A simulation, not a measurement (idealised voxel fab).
The following process module bears the name voxel gate over fins.
Cross-section cut: width 220 nm, square cells of 5 nm.
This document writes a cross-section as a grid whose cells are square, and gives it as bands, listed from the top down; one or more rows of cells form a band.
In this notation a band is specified by the heights of its top and bottom, in that order and in nm, after which its materials appear from left to right, each paired with its width in nm. The word "edge to edge" attached to a single material means that material fills the band from edge to edge; the word "empty" stands for empty space.
Convention: height 0 is the level below which the wafer, as received, is all one material. The lowest band does not terminate at the bottom but continues downward, represented as "z 0 and below".
Note: "30->40" means the width goes from the first number (top row of the band) to the second number (bottom row) in equal steps per row of cells.
For the purposes of this document, the phrase "same as before" attached to a step denotes that no cell within the cross-section was modified by that step.
For the entry "Sealed internal cavities", the listed items are empty spaces with no open way to the top whose size is 8 cells or more; each item follows the pattern width x height at distance, where distance is from the left edge and all three are in nm.
The remark found on a step's line after its settings is issued by the simulator itself and pertains to that step.
The "overlay nm" setting may appear on a step's line; for a step that uses a mask, it gives how far to the right of its planned position the mask lay, and a negative value indicates the left.

These are the steps we planned for the process:
- 1: RECEIVE, material Si
- 2: CONFORMAL_DEP, material SiN, thk nm 10
- 3: PATTERN, tone cover, mask id FINS, material resist, width nm 15, pitch nm 45, thk nm 15, overlay nm 0
- 4: DIRECTIONAL_ETCH, etch materials SiN, depth nm 10
- 5: DIRECTIONAL_ETCH, etch materials Si, depth nm 40
- 6: STRIP, etch materials resist
- 7: FILL_DEP, material SiO2, thk nm 15
- 8: CMP, height nm 10
- 9: SELECTIVE_ETCH, etch materials SiO2, depth nm 20
- 10: STRIP, etch materials SiN
- 11: CONFORMAL_DEP, material HfO2, thk nm 5
- 12: CONFORMAL_DEP, material TiN, thk nm 5
- 13: CONFORMAL_DEP, material TiAl, thk nm 5
- 14: CONFORMAL_DEP, material TiN, thk nm 5
- 15: FILL_DEP, material W, thk nm 15
- 16: CMP, height nm 30
- 17: CONFORMAL_DEP, material SiCN, thk nm 10

Cross-sectional view of the wafer in its as-received condition, corresponding to the state after step 1:
    z 0 and below: Si edge to edge
    Sealed internal cavities: none

First of two wafers at the end of the module, shown in cross-section; run carried out as planned:
    z 40 to 30: SiCN edge to edge
    z 30 to 20: W edge to edge
    z 20 to 15: W=15 / TiN=190 / W=15
    z 15 to 10: W=15 / TiN=5 / TiAl=180 / TiN=5 / W=15
    z 10 to 5: TiN=20 / TiAl=5 / TiN=35 / TiAl=10 / TiN=35 / TiAl=10 / TiN=35 / TiAl=10 / TiN=35 / TiAl=5 / TiN=20
    z 5 to 0: TiAl=25 / TiN=5 / HfO2=25 / TiN=5 / TiAl=10 / TiN=5 / HfO2=25 / TiN=5 / TiAl=10 / TiN=5 / HfO2=25 / TiN=5 / TiAl=10 / TiN=5 / HfO2=25 / TiN=5 / TiAl=25
    z 0 to -5: TiN=30 / HfO2=5 / Si=15 / HfO2=5 / TiN=20 / HfO2=5 / Si=15 / HfO2=5 / TiN=20 / HfO2=5 / Si=15 / HfO2=5 / TiN=20 / HfO2=5 / Si=15 / HfO2=5 / TiN=30
    z -5 to -10: HfO2=35 / Si=15 / HfO2=30 / Si=15 / HfO2=30 / Si=15 / HfO2=30 / Si=15 / HfO2=35
    z -10 to -40: SiO2=35 / Si=15 / SiO2=30 / Si=15 / SiO2=30 / Si=15 / SiO2=30 / Si=15 / SiO2=35
    z -40 and below: Si edge to edge
    Sealed internal cavities: none

second wafer at the end: like start, like plan, one mistake:
    z 40 to 30: SiCN edge to edge
    z 30 to 20: W edge to edge
    z 20 to 15: W=15 / TiN=190 / W=15
    z 15 to 10: W=15 / TiN=5 / TiAl=180 / TiN=5 / W=15
    z 10 to 5: TiN=20 / TiAl=5 / TiN=35 / TiAl=10 / TiN=35 / TiAl=10 / TiN=35 / TiAl=10 / TiN=35 / TiAl=5 / TiN=20
    z 5 to 0: TiAl=25 / TiN=5 / HfO2=25 / TiN=5 / TiAl=10 / TiN=5 / HfO2=25 / TiN=5 / TiAl=10 / TiN=5 / HfO2=25 / TiN=5 / TiAl=10 / TiN=5 / HfO2=25 / TiN=5 / TiAl=25
    z 0 to -5: TiN=30 / HfO2=5 / Si=15 / HfO2=5 / TiN=20 / HfO2=5 / Si=15 / HfO2=5 / TiN=20 / HfO2=5 / Si=15 / HfO2=5 / TiN=20 / HfO2=5 / Si=15 / HfO2=5 / TiN=30
    z -5 to -10: HfO2=35 / Si=15 / HfO2=30 / Si=15 / HfO2=30 / Si=15 / HfO2=30 / Si=15 / HfO2=35
    z -10 to -35: SiO2=35 / Si=15 / SiO2=30 / Si=15 / SiO2=30 / Si=15 / SiO2=30 / Si=15 / SiO2=35
    z -35 and below: Si edge to edge
    Sealed internal cavities: none
Which mistake was made when the wafer was run? step 5 did not happen as planned, as run it was DIRECTIONAL_ETCH, etch materials Si, depth nm 35
at the end the second wafer has, in cells: Si: 32 more; SiO2: 32 fewer
